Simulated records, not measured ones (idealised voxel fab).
Title: Process Module voxel wiring stack
In the cross-section labelled cut, the width is 260 nm and each square cell is 5 nm.
If you're reading a cross-section in this doc, picture square cells in a grid; it comes to you as bands, top ones listed first down to the bottom, and a band can be one or more rows of cells.
Per band: top height and bottom height in nm, followed by the left-to-right materials and their widths in nm; "edge to edge" marks a single material spanning edge to edge, "blank" marks empty space.
The reference from which all heights are counted is 0, the level beneath which the as-received wafer is entirely one material; the lowest band, having no lower bound, proceeds downward and is written after the example "0 and below".
Graded width ("30->40"): value in top row of band = first number; value in bottom row = second number; row-to-row change constant.
Take "nothing different" at face value: in the step it is given for, the cross-section changed in none of its cells.
Internal closed voids: empty space of 8 cells or more with no open way to the top, each as width x height at its distance from the left edge, in nm
That trailing text on a step's line, after the settings, is the simulator's own remark on the step.
The setting "overlay nm" may be written on the line of a step. When the step uses a mask, the value reports how far to the right of the planned place the mask lay, and a negative value reports that it lay to the left.
-- Planned process steps
step 1: RECEIVE with material Si
step 2: CONFORMAL_DEP with material SiO2, thk nm 15
step 3: CONFORMAL_DEP with material SiN, thk nm 5
step 4: DIRECTIONAL_DEP with material lowk, thk nm 25
step 5: DIRECTIONAL_DEP with material aC, thk nm 10
step 6: PATTERN with tone open, mask id METAL_1, material resist, width nm 25, pitch nm 40, thk nm 30, overlay nm 0
step 7: DIRECTIONAL_ETCH with etch materials aC, depth nm 10
step 8: STRIP with etch materials resist
step 9: DIRECTIONAL_ETCH with etch materials lowk, depth nm 25
step 10: DIRECTIONAL_ETCH with etch materials SiN, depth nm 5
step 11: STRIP with etch materials aC
step 12: CONFORMAL_DEP with material TiN, thk nm 5
step 13: FILL_DEP with material Ru, thk nm 10
step 14: CMP with height nm 45
step 15: EPI with material Ru, thk nm 5
step 16: FILL_DEP with material SiCN, thk nm 5
step 17: DIRECTIONAL_DEP with material lowk, thk nm 30
step 18: DIRECTIONAL_DEP with material aC, thk nm 10
step 19: PATTERN with tone open, mask id METAL_2_HOLES, material resist, width nm 15, pitch nm 40, thk nm 25, overlay nm 0
step 20: DIRECTIONAL_ETCH with etch materials aC, depth nm 10
step 21: STRIP with etch materials resist
step 22: DIRECTIONAL_ETCH with etch materials lowk, depth nm 30
step 23: STRIP with etch materials aC
step 24: PATTERN with tone open, mask id METAL_2, material resist, width nm 25, pitch nm 40, thk nm 15, overlay nm 0
step 25: DIRECTIONAL_ETCH with etch materials lowk, depth nm 15
step 26: DIRECTIONAL_ETCH with etch materials SiCN, depth nm 5
step 27: STRIP with etch materials resist
step 28: CONFORMAL_DEP with material TiN, thk nm 5
step 29: FILL_DEP with material Cu, thk nm 5
step 30: CMP with height nm 85
step 31: CONFORMAL_DEP with material SiN, thk nm 5
-- Cross-sectional view of the wafer in its as-received condition, corresponding to the state after step 1
* 0 and below  Si edge to edge
* Internal closed voids: none
-- One mistake in running the module, otherwise start and plan as above: cross-section at the end
* 90 down to 85  SiN edge to edge
* 85 down to 75  lowk (55), then TiN (5), then Cu (15), then TiN (5), then lowk (15), then TiN (5), then Cu (15), then TiN (5), then lowk (15), then TiN (5), then Cu (15), then TiN (5), then lowk (15), then TiN (5), then Cu (15), then TiN (5), then lowk (60)
* 75 down to 70  lowk (55), then TiN (5), then Cu (5), then TiN (15), then lowk (15), then TiN (5), then Cu (5), then TiN (15), then lowk (15), then TiN (5), then Cu (5), then TiN (15), then lowk (15), then TiN (5), then Cu (5), then TiN (15), then lowk (60)
* 70 down to 60  lowk (55), then TiN (5), then Cu (5), then TiN (5), then lowk (25), then TiN (5), then Cu (5), then TiN (5), then lowk (25), then TiN (5), then Cu (5), then TiN (5), then lowk (25), then TiN (5), then Cu (5), then TiN (5), then lowk (70)
* 60 down to 55  lowk (55), then TiN (15), then lowk (25), then TiN (15), then lowk (25), then TiN (15), then lowk (25), then TiN (15), then lowk (70)
* 55 down to 50  SiCN (60), then TiN (10), then SiCN (30), then TiN (10), then SiCN (30), then TiN (10), then SiCN (30), then TiN (10), then SiCN (70)
* 50 down to 45  SiCN (50), then Ru (35), then SiCN (5), then Ru (35), then SiCN (5), then Ru (35), then SiCN (5), then Ru (35), then SiCN (55)
* 45 down to 20  lowk (55), then TiN (5), then Ru (15), then TiN (5), then lowk (15), then TiN (5), then Ru (15), then TiN (5), then lowk (15), then TiN (5), then Ru (15), then TiN (5), then lowk (15), then TiN (5), then Ru (15), then TiN (5), then lowk (60)
* 20 down to 15  SiN (55), then TiN (25), then SiN (15), then TiN (25), then SiN (15), then TiN (25), then SiN (15), then TiN (25), then SiN (60)
* 15 down to 0  SiO2 edge to edge
* 0 and below  Si edge to edge
* Internal closed voids: none
Finding, execution versus plan: step 24 did not happen as planned, as run it was PATTERN with tone open, mask id METAL_2, material resist, width nm 20, pitch nm 40, thk nm 15, overlay nm 0
